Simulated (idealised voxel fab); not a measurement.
process module | voxel wiring stack
cross-section cut | 255 nm wide | cells 5 nm
A cross-section is a grid of square cells, given in bands from the top down. A band is one or more rows of cells.
Each band's line starts with the height of the band's top and of its bottom, in nm. Then come its materials from left to right, each with its width in nm. One material with "throughout" fills the band from edge to edge. "air" is empty space.
Height 0 is the level under which the wafer as received is all one material. The lowest band goes on downwards, as in "0 down".
A width such as "30 to 40" changes by the same amount from each row of cells to the next, from the band's top row to its bottom row.
"no change" after a step means that no cell of the cross-section changed.
closed voids: empty space of 8 cells or more with no open way to the top, each as width x height at its distance from the left edge, in nm
after a step's settings: what the simulator itself notes on the step
overlay nm, on a step with a mask: how far to the right of its planned place the mask lay; to the left if negative
plan
1 op RECEIVE | material Si
2 op CONFORMAL_DEP | material SiO2 | thk nm 10
3 op DIRECTIONAL_DEP | material TiN | thk nm 5
4 op DIRECTIONAL_DEP | material Ru | thk nm 25
5 op PATTERN | tone cover | mask id METAL_1 | material resist | width nm 25 | pitch nm 45 | thk nm 20 | overlay nm 0
6 op DIRECTIONAL_ETCH | etch materials Ru | depth nm 25
7 op DIRECTIONAL_ETCH | etch materials TiN | depth nm 5
8 op STRIP | etch materials resist
9 op CONFORMAL_DEP | material SiN | thk nm 5
10 op FILL_DEP | material lowk | thk nm 5
11 op CMP | height nm 40
12 op CONFORMAL_DEP | material SiCN | thk nm 5
13 op DIRECTIONAL_DEP | material lowk | thk nm 25
14 op PATTERN | tone open | mask id METAL_2 | material resist | width nm 25 | pitch nm 45 | thk nm 20 | overlay nm 0
15 op DIRECTIONAL_ETCH | etch materials lowk | depth nm 15
16 op STRIP | etch materials resist
17 op PATTERN | tone open | mask id METAL_2_HOLES | material resist | width nm 15 | pitch nm 45 | thk nm 20 | overlay nm 0
18 op DIRECTIONAL_ETCH | etch materials lowk | depth nm 10
19 op DIRECTIONAL_ETCH | etch materials SiCN | depth nm 5
20 op STRIP | etch materials resist
21 op CONFORMAL_DEP | material TiN | thk nm 5
22 op FILL_DEP | material Cu | thk nm 5
23 op CMP | height nm 70
24 op CONFORMAL_DEP | material SiN | thk nm 5
as received, after step 1
  0 down: Si throughout
  closed voids: none
a wafer at the end: this start, this plan, one mistake
  75 to 70: SiN throughout
  70 to 65: Cu throughout
  65 to 60: TiN 50 | Cu 15 | TiN 30 | Cu 15 | TiN 30 | Cu 15 | TiN 30 | Cu 15 | TiN 55
  60 to 45: lowk 45 | TiN 5 | Cu 15 | TiN 5 | lowk 20 | TiN 5 | Cu 15 | TiN 5 | lowk 20 | TiN 5 | Cu 15 | TiN 5 | lowk 20 | TiN 5 | Cu 15 | TiN 5 | lowk 50
  45 to 40: SiCN 45 | TiN 25 | SiCN 20 | TiN 25 | SiCN 20 | TiN 25 | SiCN 20 | TiN 25 | SiCN 50
  40 to 15: lowk 40 | SiN 5 | Ru 25 | SiN 5 | lowk 10 | SiN 5 | Ru 25 | SiN 5 | lowk 10 | SiN 5 | Ru 25 | SiN 5 | lowk 10 | SiN 5 | Ru 25 | SiN 5 | lowk 45
  15 to 10: SiN 45 | TiN 25 | SiN 20 | TiN 25 | SiN 20 | TiN 25 | SiN 20 | TiN 25 | SiN 50
  10 to 0: SiO2 throughout
  0 down: Si throughout
  closed voids: none
what went wrong: step 17 was left out
